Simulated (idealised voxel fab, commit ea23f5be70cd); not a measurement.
process module | voxel double patterning
cross-section cut | 290 nm wide | cells 5 nm
A cross-section is a grid of square cells, given in bands from the top down. A band is one or more rows of cells.
Each band's line starts with the height of the band's top and of its bottom, in nm. Then come its materials from left to right, each with its width in nm. One material with "throughout" fills the band from edge to edge. "air" is empty space.
Height 0 is the level under which the wafer as received is all one material. The lowest band goes on downwards, as in "0 down".
A width such as "30 to 40" changes by the same amount from each row of cells to the next, from the band's top row to its bottom row.
"no change" after a step means that no cell of the cross-section changed.
closed voids: empty space of 8 cells or more with no open way to the top, each as width x height at its distance from the left edge, in nm
after a step's settings: what the simulator itself notes on the step
overlay nm, on a step with a mask: how far to the right of its planned place the mask lay; to the left if negative
Each pair below shows a cross-section before one step and the cross-section after it, down to the lowest band that changed. The line under each pair gives the step between them, with its settings. The pairs can come from different runs of this module on the same starting wafer, so a pair continues from the pair above only where its "before" says so.
before
  0 down: Si throughout
  closed voids: none
after
  5 to 0: SiO2 throughout
  below 0: unchanged
  closed voids: none
the step between: op CONFORMAL_DEP | material SiO2 | thk nm 5
before: the cross-section after the pair above
after
  25 to 5: TiN throughout
  below 5: unchanged
  closed voids: none
the step between: op DIRECTIONAL_DEP | material TiN | thk nm 20
before: the cross-section after the pair above
after
  35 to 25: SiCN throughout
  below 25: unchanged
  closed voids: none
the step between: op DIRECTIONAL_DEP | material SiCN | thk nm 10
before: the cross-section after the pair above
after
  45 to 35: aC throughout
  below 35: unchanged
  closed voids: none
the step between: op DIRECTIONAL_DEP | material aC | thk nm 10
before: the cross-section after the pair above
after
  70 to 45: resist 85 | air 15 | resist 35 | air 15 | resist 35 | air 15 | resist 90
  below 45: unchanged
  closed voids: none
the step between: op PATTERN | tone open | mask id FIRST | material resist | width nm 15 | pitch nm 50 | thk nm 25 | overlay nm 0
before: the cross-section after the pair above
after
  60 to 45: resist 85 | air 15 | resist 35 | air 15 | resist 35 | air 15 | resist 90
  45 to 35: aC 85 | air 15 | aC 35 | air 15 | aC 35 | air 15 | aC 90
  below 35: unchanged
  closed voids: none
the step between: op DIRECTIONAL_ETCH | etch materials aC | depth nm 10
before: the cross-section after the pair above
after
  45 to 35: aC 85 | air 15 | aC 35 | air 15 | aC 35 | air 15 | aC 90
  below 35: unchanged
  closed voids: none
the step between: op STRIP | etch materials resist
before: the cross-section after the pair above
after
  45 to 35: aC 85 | air 15 | aC 35 | air 15 | aC 35 | air 15 | aC 90
  35 to 25: SiCN 85 | air 15 | SiCN 35 | air 15 | SiCN 35 | air 15 | SiCN 90
  below 25: unchanged
  closed voids: none
the step between: op DIRECTIONAL_ETCH | etch materials SiCN | depth nm 10
before: the cross-section after the pair above
after
  35 to 25: SiCN 85 | air 15 | SiCN 35 | air 15 | SiCN 35 | air 15 | SiCN 90
  below 25: unchanged
  closed voids: none
the step between: op STRIP | etch materials aC
before: the cross-section after the pair above
after
  50 to 40: aC 85 | air 15 | aC 35 | air 15 | aC 35 | air 15 | aC 90
  40 to 35: aC throughout
  35 to 25: SiCN 85 | aC 15 | SiCN 35 | aC 15 | SiCN 35 | aC 15 | SiCN 90
  below 25: unchanged
  closed voids: none
the step between: op DIRECTIONAL_DEP | material aC | thk nm 15
before: the cross-section after the pair above
after
  85 to 50: resist 110 | air 15 | resist 35 | air 15 | resist 115
  50 to 40: aC 85 | resist 15 | aC 35 | resist 15 | aC 35 | resist 15 | aC 90
  below 40: unchanged
  closed voids: none
the step between: op PATTERN | tone open | mask id SECOND | material resist | width nm 15 | pitch nm 50 | thk nm 35 | overlay nm 0
before: the cross-section after the pair above
after
  70 to 50: resist 110 | air 15 | resist 35 | air 15 | resist 115
  50 to 40: aC 85 | resist 15 | aC 10 | air 15 | aC 10 | resist 15 | aC 10 | air 15 | aC 10 | resist 15 | aC 90
  40 to 35: aC 110 | air 15 | aC 35 | air 15 | aC 115
  below 35: unchanged
  closed voids: none
the step between: op DIRECTIONAL_ETCH | etch materials aC | depth nm 15
before: the cross-section after the pair above
after
  50 to 40: aC 85 | air 15 | aC 10 | air 15 | aC 10 | air 15 | aC 10 | air 15 | aC 10 | air 15 | aC 90
  below 40: unchanged
  closed voids: none
the step between: op STRIP | etch materials resist
before: the cross-section after the pair above
after
  50 to 40: aC 85 | air 15 | aC 10 | air 15 | aC 10 | air 15 | aC 10 | air 15 | aC 10 | air 15 | aC 90
  40 to 35: aC 110 | air 15 | aC 35 | air 15 | aC 115
  35 to 25: SiCN 85 | aC 15 | SiCN 10 | air 15 | SiCN 10 | aC 15 | SiCN 10 | air 15 | SiCN 10 | aC 15 | SiCN 90
  below 25: unchanged
  closed voids: none
the step between: op DIRECTIONAL_ETCH | etch materials SiCN | depth nm 10
before: the cross-section after the pair above
after
  35 to 25: SiCN 85 | air 15 | SiCN 10 | air 15 | SiCN 10 | air 15 | SiCN 10 | air 15 | SiCN 10 | air 15 | SiCN 90
  below 25: unchanged
  closed voids: none
the step between: op STRIP | etch materials aC
before: the cross-section after the pair above
after
  35 to 25: SiCN 85 | air 15 | SiCN 10 | air 15 | SiCN 10 | air 15 | SiCN 10 | air 15 | SiCN 10 | air 15 | SiCN 90
  25 to 5: TiN 85 | air 15 | TiN 10 | air 15 | TiN 10 | air 15 | TiN 10 | air 15 | TiN 10 | air 15 | TiN 90
  below 5: unchanged
  closed voids: none
the step between: op DIRECTIONAL_ETCH | etch materials TiN | depth nm 20
before: the cross-section after the pair above
after
  25 to 5: TiN 85 | air 15 | TiN 10 | air 15 | TiN 10 | air 15 | TiN 10 | air 15 | TiN 10 | air 15 | TiN 90
  below 5: unchanged
  closed voids: none
the step between: op STRIP | etch materials SiCN
before
  0 down: Si throughout
  closed voids: none
after
  20 to 0: TiN throughout
  below 0: unchanged
  closed voids: none
the step between: op DIRECTIONAL_DEP | material TiN | thk nm 20
before: the cross-section after the pair above
after
  30 to 20: SiCN throughout
  below 20: unchanged
  closed voids: none
the step between: op DIRECTIONAL_DEP | material SiCN | thk nm 10
before: the cross-section after the pair above
after
  40 to 30: aC throughout
  below 30: unchanged
  closed voids: none
the step between: op DIRECTIONAL_DEP | material aC | thk nm 10
before: the cross-section after the pair above
after
  65 to 40: resist 85 | air 15 | resist 35 | air 15 | resist 35 | air 15 | resist 90
  below 40: unchanged
  closed voids: none
the step between: op PATTERN | tone open | mask id FIRST | material resist | width nm 15 | pitch nm 50 | thk nm 25 | overlay nm 0
before: the cross-section after the pair above
after
  55 to 40: resist 85 | air 15 | resist 35 | air 15 | resist 35 | air 15 | resist 90
  40 to 30: aC 85 | air 15 | aC 35 | air 15 | aC 35 | air 15 | aC 90
  below 30: unchanged
  closed voids: none
the step between: op DIRECTIONAL_ETCH | etch materials aC | depth nm 10
before: the cross-section after the pair above
after
  40 to 30: aC 85 | air 15 | aC 35 | air 15 | aC 35 | air 15 | aC 90
  below 30: unchanged
  closed voids: none
the step between: op STRIP | etch materials resist
before: the cross-section after the pair above
after
  40 to 30: aC 85 | air 15 | aC 35 | air 15 | aC 35 | air 15 | aC 90
  30 to 20: SiCN 85 | air 15 | SiCN 35 | air 15 | SiCN 35 | air 15 | SiCN 90
  below 20: unchanged
  closed voids: none
the step between: op DIRECTIONAL_ETCH | etch materials SiCN | depth nm 10
before: the cross-section after the pair above
after
  30 to 20: SiCN 85 | air 15 | SiCN 35 | air 15 | SiCN 35 | air 15 | SiCN 90
  below 20: unchanged
  closed voids: none
the step between: op STRIP | etch materials aC
before: the cross-section after the pair above
after
  45 to 35: aC 85 | air 15 | aC 35 | air 15 | aC 35 | air 15 | aC 90
  35 to 30: aC throughout
  30 to 20: SiCN 85 | aC 15 | SiCN 35 | aC 15 | SiCN 35 | aC 15 | SiCN 90
  below 20: unchanged
  closed voids: none
the step between: op DIRECTIONAL_DEP | material aC | thk nm 15
before: the cross-section after the pair above
after
  80 to 45: resist 110 | air 15 | resist 35 | air 15 | resist 115
  45 to 35: aC 85 | resist 15 | aC 35 | resist 15 | aC 35 | resist 15 | aC 90
  below 35: unchanged
  closed voids: none
the step between: op PATTERN | tone open | mask id SECOND | material resist | width nm 15 | pitch nm 50 | thk nm 35 | overlay nm 0
before: the cross-section after the pair above
after
  65 to 45: resist 110 | air 15 | resist 35 | air 15 | resist 115
  45 to 35: aC 85 | resist 15 | aC 10 | air 15 | aC 10 | resist 15 | aC 10 | air 15 | aC 10 | resist 15 | aC 90
  35 to 30: aC 110 | air 15 | aC 35 | air 15 | aC 115
  below 30: unchanged
  closed voids: none
the step between: op DIRECTIONAL_ETCH | etch materials aC | depth nm 15
before: the cross-section after the pair above
after
  45 to 35: aC 85 | air 15 | aC 10 | air 15 | aC 10 | air 15 | aC 10 | air 15 | aC 10 | air 15 | aC 90
  below 35: unchanged
  closed voids: none
the step between: op STRIP | etch materials resist
before: the cross-section after the pair above
after
  45 to 35: aC 85 | air 15 | aC 10 | air 15 | aC 10 | air 15 | aC 10 | air 15 | aC 10 | air 15 | aC 90
  35 to 30: aC 110 | air 15 | aC 35 | air 15 | aC 115
  30 to 20: SiCN 85 | aC 15 | SiCN 10 | air 15 | SiCN 10 | aC 15 | SiCN 10 | air 15 | SiCN 10 | aC 15 | SiCN 90
  below 20: unchanged
  closed voids: none
the step between: op DIRECTIONAL_ETCH | etch materials SiCN | depth nm 10
before: the cross-section after the pair above
after
  30 to 20: SiCN 85 | air 15 | SiCN 10 | air 15 | SiCN 10 | air 15 | SiCN 10 | air 15 | SiCN 10 | air 15 | SiCN 90
  below 20: unchanged
  closed voids: none
the step between: op STRIP | etch materials aC
before: the cross-section after the pair above
after
  30 to 20: SiCN 85 | air 15 | SiCN 10 | air 15 | SiCN 10 | air 15 | SiCN 10 | air 15 | SiCN 10 | air 15 | SiCN 90
  20 to 0: TiN 85 | air 15 | TiN 10 | air 15 | TiN 10 | air 15 | TiN 10 | air 15 | TiN 10 | air 15 | TiN 90
  below 0: unchanged
  closed voids: none
the step between: op DIRECTIONAL_ETCH | etch materials TiN | depth nm 20
before: the cross-section after the pair above
after
  20 to 0: TiN 85 | air 15 | TiN 10 | air 15 | TiN 10 | air 15 | TiN 10 | air 15 | TiN 10 | air 15 | TiN 90
  below 0: unchanged
  closed voids: none
the step between: op STRIP | etch materials SiCN
before
  25 to 5: TiN throughout
  5 to 0: SiO2 throughout
  0 down: Si throughout
  closed voids: none
after
  45 to 5: TiN throughout
  below 5: unchanged
  closed voids: none
the step between: op DIRECTIONAL_DEP | material TiN | thk nm 20
before: the cross-section after the pair above
after
  55 to 45: SiCN throughout
  below 45: unchanged
  closed voids: none
the step between: op DIRECTIONAL_DEP | material SiCN | thk nm 10
before: the cross-section after the pair above
after
  65 to 55: aC throughout
  below 55: unchanged
  closed voids: none
the step between: op DIRECTIONAL_DEP | material aC | thk nm 10
before: the cross-section after the pair above
after
  90 to 65: resist 85 | air 15 | resist 35 | air 15 | resist 35 | air 15 | resist 90
  below 65: unchanged
  closed voids: none
the step between: op PATTERN | tone open | mask id FIRST | material resist | width nm 15 | pitch nm 50 | thk nm 25 | overlay nm 0
before: the cross-section after the pair above
after
  80 to 65: resist 85 | air 15 | resist 35 | air 15 | resist 35 | air 15 | resist 90
  65 to 55: aC 85 | air 15 | aC 35 | air 15 | aC 35 | air 15 | aC 90
  below 55: unchanged
  closed voids: none
the step between: op DIRECTIONAL_ETCH | etch materials aC | depth nm 10
before: the cross-section after the pair above
after
  65 to 55: aC 85 | air 15 | aC 35 | air 15 | aC 35 | air 15 | aC 90
  below 55: unchanged
  closed voids: none
the step between: op STRIP | etch materials resist
before: the cross-section after the pair above
after
  65 to 55: aC 85 | air 15 | aC 35 | air 15 | aC 35 | air 15 | aC 90
  55 to 45: SiCN 85 | air 15 | SiCN 35 | air 15 | SiCN 35 | air 15 | SiCN 90
  below 45: unchanged
  closed voids: none
the step between: op DIRECTIONAL_ETCH | etch materials SiCN | depth nm 10
before: the cross-section after the pair above
after
  55 to 45: SiCN 85 | air 15 | SiCN 35 | air 15 | SiCN 35 | air 15 | SiCN 90
  below 45: unchanged
  closed voids: none
the step between: op STRIP | etch materials aC
before: the cross-section after the pair above
after
  70 to 60: aC 85 | air 15 | aC 35 | air 15 | aC 35 | air 15 | aC 90
  60 to 55: aC throughout
  55 to 45: SiCN 85 | aC 15 | SiCN 35 | aC 15 | SiCN 35 | aC 15 | SiCN 90
  below 45: unchanged
  closed voids: none
the step between: op DIRECTIONAL_DEP | material aC | thk nm 15
before: the cross-section after the pair above
after
  105 to 70: resist 110 | air 15 | resist 35 | air 15 | resist 115
  70 to 60: aC 85 | resist 15 | aC 35 | resist 15 | aC 35 | resist 15 | aC 90
  below 60: unchanged
  closed voids: none
the step between: op PATTERN | tone open | mask id SECOND | material resist | width nm 15 | pitch nm 50 | thk nm 35 | overlay nm 0
before: the cross-section after the pair above
after
  90 to 70: resist 110 | air 15 | resist 35 | air 15 | resist 115
  70 to 60: aC 85 | resist 15 | aC 10 | air 15 | aC 10 | resist 15 | aC 10 | air 15 | aC 10 | resist 15 | aC 90
  60 to 55: aC 110 | air 15 | aC 35 | air 15 | aC 115
  below 55: unchanged
  closed voids: none
the step between: op DIRECTIONAL_ETCH | etch materials aC | depth nm 15
before: the cross-section after the pair above
after
  70 to 60: aC 85 | air 15 | aC 10 | air 15 | aC 10 | air 15 | aC 10 | air 15 | aC 10 | air 15 | aC 90
  below 60: unchanged
  closed voids: none
the step between: op STRIP | etch materials resist
before: the cross-section after the pair above
after
  70 to 60: aC 85 | air 15 | aC 10 | air 15 | aC 10 | air 15 | aC 10 | air 15 | aC 10 | air 15 | aC 90
  60 to 55: aC 110 | air 15 | aC 35 | air 15 | aC 115
  55 to 45: SiCN 85 | aC 15 | SiCN 10 | air 15 | SiCN 10 | aC 15 | SiCN 10 | air 15 | SiCN 10 | aC 15 | SiCN 90
  below 45: unchanged
  closed voids: none
the step between: op DIRECTIONAL_ETCH | etch materials SiCN | depth nm 10
before: the cross-section after the pair above
after
  55 to 45: SiCN 85 | air 15 | SiCN 10 | air 15 | SiCN 10 | air 15 | SiCN 10 | air 15 | SiCN 10 | air 15 | SiCN 90
  below 45: unchanged
  closed voids: none
the step between: op STRIP | etch materials aC
before: the cross-section after the pair above
after
  55 to 45: SiCN 85 | air 15 | SiCN 10 | air 15 | SiCN 10 | air 15 | SiCN 10 | air 15 | SiCN 10 | air 15 | SiCN 90
  45 to 25: TiN 85 | air 15 | TiN 10 | air 15 | TiN 10 | air 15 | TiN 10 | air 15 | TiN 10 | air 15 | TiN 90
  below 25: unchanged
  closed voids: none
the step between: op DIRECTIONAL_ETCH | etch materials TiN | depth nm 20
before: the cross-section after the pair above
after
  45 to 25: TiN 85 | air 15 | TiN 10 | air 15 | TiN 10 | air 15 | TiN 10 | air 15 | TiN 10 | air 15 | TiN 90
  below 25: unchanged
  closed voids: none
the step between: op STRIP | etch materials SiCN
before
  20 to 0: TiN throughout
  0 down: Si throughout
  closed voids: none
after
  25 to 20: SiO2 throughout
  below 20: unchanged
  closed voids: none
the step between: op CONFORMAL_DEP | material SiO2 | thk nm 5
before: the cross-section after the pair above
after
  35 to 25: SiCN throughout
  below 25: unchanged
  closed voids: none
the step between: op DIRECTIONAL_DEP | material SiCN | thk nm 10
before: the cross-section after the pair above
after
  45 to 35: aC throughout
  below 35: unchanged
  closed voids: none
the step between: op DIRECTIONAL_DEP | material aC | thk nm 10
before: the cross-section after the pair above
after
  70 to 45: resist 85 | air 15 | resist 35 | air 15 | resist 35 | air 15 | resist 90
  below 45: unchanged
  closed voids: none
the step between: op PATTERN | tone open | mask id FIRST | material resist | width nm 15 | pitch nm 50 | thk nm 25 | overlay nm 0
before: the cross-section after the pair above
after
  60 to 45: resist 85 | air 15 | resist 35 | air 15 | resist 35 | air 15 | resist 90
  45 to 35: aC 85 | air 15 | aC 35 | air 15 | aC 35 | air 15 | aC 90
  below 35: unchanged
  closed voids: none
the step between: op DIRECTIONAL_ETCH | etch materials aC | depth nm 10
before: the cross-section after the pair above
after
  45 to 35: aC 85 | air 15 | aC 35 | air 15 | aC 35 | air 15 | aC 90
  below 35: unchanged
  closed voids: none
the step between: op STRIP | etch materials resist
before: the cross-section after the pair above
after
  45 to 35: aC 85 | air 15 | aC 35 | air 15 | aC 35 | air 15 | aC 90
  35 to 25: SiCN 85 | air 15 | SiCN 35 | air 15 | SiCN 35 | air 15 | SiCN 90
  below 25: unchanged
  closed voids: none
the step between: op DIRECTIONAL_ETCH | etch materials SiCN | depth nm 10
before: the cross-section after the pair above
after
  35 to 25: SiCN 85 | air 15 | SiCN 35 | air 15 | SiCN 35 | air 15 | SiCN 90
  below 25: unchanged
  closed voids: none
the step between: op STRIP | etch materials aC
before: the cross-section after the pair above
after
  50 to 40: aC 85 | air 15 | aC 35 | air 15 | aC 35 | air 15 | aC 90
  40 to 35: aC throughout
  35 to 25: SiCN 85 | aC 15 | SiCN 35 | aC 15 | SiCN 35 | aC 15 | SiCN 90
  below 25: unchanged
  closed voids: none
the step between: op DIRECTIONAL_DEP | material aC | thk nm 15
before: the cross-section after the pair above
after
  85 to 50: resist 110 | air 15 | resist 35 | air 15 | resist 115
  50 to 40: aC 85 | resist 15 | aC 35 | resist 15 | aC 35 | resist 15 | aC 90
  below 40: unchanged
  closed voids: none
the step between: op PATTERN | tone open | mask id SECOND | material resist | width nm 15 | pitch nm 50 | thk nm 35 | overlay nm 0
before: the cross-section after the pair above
after
  70 to 50: resist 110 | air 15 | resist 35 | air 15 | resist 115
  50 to 40: aC 85 | resist 15 | aC 10 | air 15 | aC 10 | resist 15 | aC 10 | air 15 | aC 10 | resist 15 | aC 90
  40 to 35: aC 110 | air 15 | aC 35 | air 15 | aC 115
  below 35: unchanged
  closed voids: none
the step between: op DIRECTIONAL_ETCH | etch materials aC | depth nm 15
before: the cross-section after the pair above
after
  50 to 40: aC 85 | air 15 | aC 10 | air 15 | aC 10 | air 15 | aC 10 | air 15 | aC 10 | air 15 | aC 90
  below 40: unchanged
  closed voids: none
the step between: op STRIP | etch materials resist
before: the cross-section after the pair above
after
  50 to 40: aC 85 | air 15 | aC 10 | air 15 | aC 10 | air 15 | aC 10 | air 15 | aC 10 | air 15 | aC 90
  40 to 35: aC 110 | air 15 | aC 35 | air 15 | aC 115
  35 to 25: SiCN 85 | aC 15 | SiCN 10 | air 15 | SiCN 10 | aC 15 | SiCN 10 | air 15 | SiCN 10 | aC 15 | SiCN 90
  below 25: unchanged
  closed voids: none
the step between: op DIRECTIONAL_ETCH | etch materials SiCN | depth nm 10
before: the cross-section after the pair above
after
  35 to 25: SiCN 85 | air 15 | SiCN 10 | air 15 | SiCN 10 | air 15 | SiCN 10 | air 15 | SiCN 10 | air 15 | SiCN 90
  below 25: unchanged
  closed voids: none
the step between: op STRIP | etch materials aC
before: the cross-section after the pair above
after
  25 to 20: SiO2 throughout
  below 20: unchanged
  closed voids: none
the step between: op STRIP | etch materials SiCN
before
  5 to 0: SiO2 throughout
  0 down: Si throughout
  closed voids: none
after
  20 to 5: TiN throughout
  below 5: unchanged
  closed voids: none
the step between: op DIRECTIONAL_DEP | material TiN | thk nm 15
before: the cross-section after the pair above
after
  30 to 20: SiCN throughout
  below 20: unchanged
  closed voids: none
the step between: op DIRECTIONAL_DEP | material SiCN | thk nm 10
before: the cross-section after the pair above
after
  40 to 30: aC throughout
  below 30: unchanged
  closed voids: none
the step between: op DIRECTIONAL_DEP | material aC | thk nm 10
before: the cross-section after the pair above
after
  65 to 40: resist 85 | air 15 | resist 35 | air 15 | resist 35 | air 15 | resist 90
  below 40: unchanged
  closed voids: none
the step between: op PATTERN | tone open | mask id FIRST | material resist | width nm 15 | pitch nm 50 | thk nm 25 | overlay nm 0
before: the cross-section after the pair above
after
  55 to 40: resist 85 | air 15 | resist 35 | air 15 | resist 35 | air 15 | resist 90
  40 to 30: aC 85 | air 15 | aC 35 | air 15 | aC 35 | air 15 | aC 90
  below 30: unchanged
  closed voids: none
the step between: op DIRECTIONAL_ETCH | etch materials aC | depth nm 10
before: the cross-section after the pair above
after
  40 to 30: aC 85 | air 15 | aC 35 | air 15 | aC 35 | air 15 | aC 90
  below 30: unchanged
  closed voids: none
the step between: op STRIP | etch materials resist
before: the cross-section after the pair above
after
  40 to 30: aC 85 | air 15 | aC 35 | air 15 | aC 35 | air 15 | aC 90
  30 to 20: SiCN 85 | air 15 | SiCN 35 | air 15 | SiCN 35 | air 15 | SiCN 90
  below 20: unchanged
  closed voids: none
the step between: op DIRECTIONAL_ETCH | etch materials SiCN | depth nm 10
before: the cross-section after the pair above
after
  30 to 20: SiCN 85 | air 15 | SiCN 35 | air 15 | SiCN 35 | air 15 | SiCN 90
  below 20: unchanged
  closed voids: none
the step between: op STRIP | etch materials aC
before: the cross-section after the pair above
after
  45 to 35: aC 85 | air 15 | aC 35 | air 15 | aC 35 | air 15 | aC 90
  35 to 30: aC throughout
  30 to 20: SiCN 85 | aC 15 | SiCN 35 | aC 15 | SiCN 35 | aC 15 | SiCN 90
  below 20: unchanged
  closed voids: none
the step between: op DIRECTIONAL_DEP | material aC | thk nm 15
before: the cross-section after the pair above
after
  80 to 45: resist 110 | air 15 | resist 35 | air 15 | resist 115
  45 to 35: aC 85 | resist 15 | aC 35 | resist 15 | aC 35 | resist 15 | aC 90
  below 35: unchanged
  closed voids: none
the step between: op PATTERN | tone open | mask id SECOND | material resist | width nm 15 | pitch nm 50 | thk nm 35 | overlay nm 0
before: the cross-section after the pair above
after
  65 to 45: resist 110 | air 15 | resist 35 | air 15 | resist 115
  45 to 35: aC 85 | resist 15 | aC 10 | air 15 | aC 10 | resist 15 | aC 10 | air 15 | aC 10 | resist 15 | aC 90
  35 to 30: aC 110 | air 15 | aC 35 | air 15 | aC 115
  below 30: unchanged
  closed voids: none
the step between: op DIRECTIONAL_ETCH | etch materials aC | depth nm 15
before: the cross-section after the pair above
after
  45 to 35: aC 85 | air 15 | aC 10 | air 15 | aC 10 | air 15 | aC 10 | air 15 | aC 10 | air 15 | aC 90
  below 35: unchanged
  closed voids: none
the step between: op STRIP | etch materials resist
before: the cross-section after the pair above
after
  45 to 35: aC 85 | air 15 | aC 10 | air 15 | aC 10 | air 15 | aC 10 | air 15 | aC 10 | air 15 | aC 90
  35 to 30: aC 110 | air 15 | aC 35 | air 15 | aC 115
  30 to 20: SiCN 85 | aC 15 | SiCN 10 | air 15 | SiCN 10 | aC 15 | SiCN 10 | air 15 | SiCN 10 | aC 15 | SiCN 90
  below 20: unchanged
  closed voids: none
the step between: op DIRECTIONAL_ETCH | etch materials SiCN | depth nm 10
before: the cross-section after the pair above
after
  30 to 20: SiCN 85 | air 15 | SiCN 10 | air 15 | SiCN 10 | air 15 | SiCN 10 | air 15 | SiCN 10 | air 15 | SiCN 90
  below 20: unchanged
  closed voids: none
the step between: op STRIP | etch materials aC
before: the cross-section after the pair above
after
  30 to 20: SiCN 85 | air 15 | SiCN 10 | air 15 | SiCN 10 | air 15 | SiCN 10 | air 15 | SiCN 10 | air 15 | SiCN 90
  20 to 5: TiN 85 | air 15 | TiN 10 | air 15 | TiN 10 | air 15 | TiN 10 | air 15 | TiN 10 | air 15 | TiN 90
  below 5: unchanged
  closed voids: none
the step between: op DIRECTIONAL_ETCH | etch materials TiN | depth nm 20
before: the cross-section after the pair above
after
  20 to 5: TiN 85 | air 15 | TiN 10 | air 15 | TiN 10 | air 15 | TiN 10 | air 15 | TiN 10 | air 15 | TiN 90
  below 5: unchanged
  closed voids: none
the step between: op STRIP | etch materials SiCN
before
  45 to 35: aC throughout
  35 to 25: SiCN throughout
  25 to 5: TiN throughout
  5 to 0: SiO2 throughout
  0 down: Si throughout
  closed voids: none
after
  70 to 45: resist 85 | air 20 | resist 30 | air 20 | resist 30 | air 20 | resist 85
  below 45: unchanged
  closed voids: none
the step between: op PATTERN | tone open | mask id FIRST | material resist | width nm 20 | pitch nm 50 | thk nm 25 | overlay nm 0
before: the cross-section after the pair above
after
  60 to 45: resist 85 | air 20 | resist 30 | air 20 | resist 30 | air 20 | resist 85
  45 to 35: aC 85 | air 20 | aC 30 | air 20 | aC 30 | air 20 | aC 85
  below 35: unchanged
  closed voids: none
the step between: op DIRECTIONAL_ETCH | etch materials aC | depth nm 10
before: the cross-section after the pair above
after
  45 to 35: aC 85 | air 20 | aC 30 | air 20 | aC 30 | air 20 | aC 85
  below 35: unchanged
  closed voids: none
the step between: op STRIP | etch materials resist
before: the cross-section after the pair above
after
  45 to 35: aC 85 | air 20 | aC 30 | air 20 | aC 30 | air 20 | aC 85
  35 to 25: SiCN 85 | air 20 | SiCN 30 | air 20 | SiCN 30 | air 20 | SiCN 85
  below 25: unchanged
  closed voids: none
the step between: op DIRECTIONAL_ETCH | etch materials SiCN | depth nm 10
before: the cross-section after the pair above
after
  35 to 25: SiCN 85 | air 20 | SiCN 30 | air 20 | SiCN 30 | air 20 | SiCN 85
  below 25: unchanged
  closed voids: none
the step between: op STRIP | etch materials aC
before: the cross-section after the pair above
after
  50 to 40: aC 85 | air 20 | aC 30 | air 20 | aC 30 | air 20 | aC 85
  40 to 35: aC throughout
  35 to 25: SiCN 85 | aC 20 | SiCN 30 | aC 20 | SiCN 30 | aC 20 | SiCN 85
  below 25: unchanged
  closed voids: none
the step between: op DIRECTIONAL_DEP | material aC | thk nm 15
before: the cross-section after the pair above
after
  85 to 50: resist 110 | air 15 | resist 35 | air 15 | resist 115
  50 to 40: aC 85 | resist 20 | aC 30 | resist 20 | aC 30 | resist 20 | aC 85
  below 40: unchanged
  closed voids: none
the step between: op PATTERN | tone open | mask id SECOND | material resist | width nm 15 | pitch nm 50 | thk nm 35 | overlay nm 0
before: the cross-section after the pair above
after
  70 to 50: resist 110 | air 15 | resist 35 | air 15 | resist 115
  50 to 40: aC 85 | resist 20 | aC 5 | air 15 | aC 10 | resist 20 | aC 5 | air 15 | aC 10 | resist 20 | aC 85
  40 to 35: aC 110 | air 15 | aC 35 | air 15 | aC 115
  below 35: unchanged
  closed voids: none
the step between: op DIRECTIONAL_ETCH | etch materials aC | depth nm 15
before: the cross-section after the pair above
after
  50 to 40: aC 85 | air 20 | aC 5 | air 15 | aC 10 | air 20 | aC 5 | air 15 | aC 10 | air 20 | aC 85
  below 40: unchanged
  closed voids: none
the step between: op STRIP | etch materials resist
before: the cross-section after the pair above
after
  50 to 40: aC 85 | air 20 | aC 5 | air 15 | aC 10 | air 20 | aC 5 | air 15 | aC 10 | air 20 | aC 85
  40 to 35: aC 110 | air 15 | aC 35 | air 15 | aC 115
  35 to 25: SiCN 85 | aC 20 | SiCN 5 | air 15 | SiCN 10 | aC 20 | SiCN 5 | air 15 | SiCN 10 | aC 20 | SiCN 85
  below 25: unchanged
  closed voids: none
the step between: op DIRECTIONAL_ETCH | etch materials SiCN | depth nm 10
before: the cross-section after the pair above
after
  35 to 25: SiCN 85 | air 20 | SiCN 5 | air 15 | SiCN 10 | air 20 | SiCN 5 | air 15 | SiCN 10 | air 20 | SiCN 85
  below 25: unchanged
  closed voids: none
the step between: op STRIP | etch materials aC
before: the cross-section after the pair above
after
  35 to 25: SiCN 85 | air 20 | SiCN 5 | air 15 | SiCN 10 | air 20 | SiCN 5 | air 15 | SiCN 10 | air 20 | SiCN 85
  25 to 5: TiN 85 | air 20 | TiN 5 | air 15 | TiN 10 | air 20 | TiN 5 | air 15 | TiN 10 | air 20 | TiN 85
  below 5: unchanged
  closed voids: none
the step between: op DIRECTIONAL_ETCH | etch materials TiN | depth nm 20
before: the cross-section after the pair above
after
  25 to 5: TiN 85 | air 20 | TiN 5 | air 15 | TiN 10 | air 20 | TiN 5 | air 15 | TiN 10 | air 20 | TiN 85
  below 5: unchanged
  closed voids: none
the step between: op STRIP | etch materials SiCN
before
  45 to 35: aC throughout
  35 to 25: SiCN throughout
  25 to 5: TiN throughout
  5 to 0: SiO2 throughout
  0 down: Si throughout
  closed voids: none
after
  70 to 45: resist 90 | air 15 | resist 35 | air 15 | resist 35 | air 15 | resist 85
  below 45: unchanged
  closed voids: none
the step between: op PATTERN | tone open | mask id FIRST | material resist | width nm 15 | pitch nm 50 | thk nm 25 | overlay nm 5
before: the cross-section after the pair above
after
  60 to 45: resist 90 | air 15 | resist 35 | air 15 | resist 35 | air 15 | resist 85
  45 to 35: aC 90 | air 15 | aC 35 | air 15 | aC 35 | air 15 | aC 85
  below 35: unchanged
  closed voids: none
the step between: op DIRECTIONAL_ETCH | etch materials aC | depth nm 10
before: the cross-section after the pair above
after
  45 to 35: aC 90 | air 15 | aC 35 | air 15 | aC 35 | air 15 | aC 85
  below 35: unchanged
  closed voids: none
the step between: op STRIP | etch materials resist
before: the cross-section after the pair above
after
  45 to 35: aC 90 | air 15 | aC 35 | air 15 | aC 35 | air 15 | aC 85
  35 to 25: SiCN 90 | air 15 | SiCN 35 | air 15 | SiCN 35 | air 15 | SiCN 85
  below 25: unchanged
  closed voids: none
the step between: op DIRECTIONAL_ETCH | etch materials SiCN | depth nm 10
before: the cross-section after the pair above
after
  35 to 25: SiCN 90 | air 15 | SiCN 35 | air 15 | SiCN 35 | air 15 | SiCN 85
  below 25: unchanged
  closed voids: none
the step between: op STRIP | etch materials aC
before: the cross-section after the pair above
after
  50 to 40: aC 90 | air 15 | aC 35 | air 15 | aC 35 | air 15 | aC 85
  40 to 35: aC throughout
  35 to 25: SiCN 90 | aC 15 | SiCN 35 | aC 15 | SiCN 35 | aC 15 | SiCN 85
  below 25: unchanged
  closed voids: none
the step between: op DIRECTIONAL_DEP | material aC | thk nm 15
before: the cross-section after the pair above
after
  85 to 50: resist 110 | air 15 | resist 35 | air 15 | resist 115
  50 to 40: aC 90 | resist 15 | aC 35 | resist 15 | aC 35 | resist 15 | aC 85
  below 40: unchanged
  closed voids: none
the step between: op PATTERN | tone open | mask id SECOND | material resist | width nm 15 | pitch nm 50 | thk nm 35 | overlay nm 0
before: the cross-section after the pair above
after
  70 to 50: resist 110 | air 15 | resist 35 | air 15 | resist 115
  50 to 40: aC 90 | resist 15 | aC 5 | air 15 | aC 15 | resist 15 | aC 5 | air 15 | aC 15 | resist 15 | aC 85
  40 to 35: aC 110 | air 15 | aC 35 | air 15 | aC 115
  below 35: unchanged
  closed voids: none
the step between: op DIRECTIONAL_ETCH | etch materials aC | depth nm 15
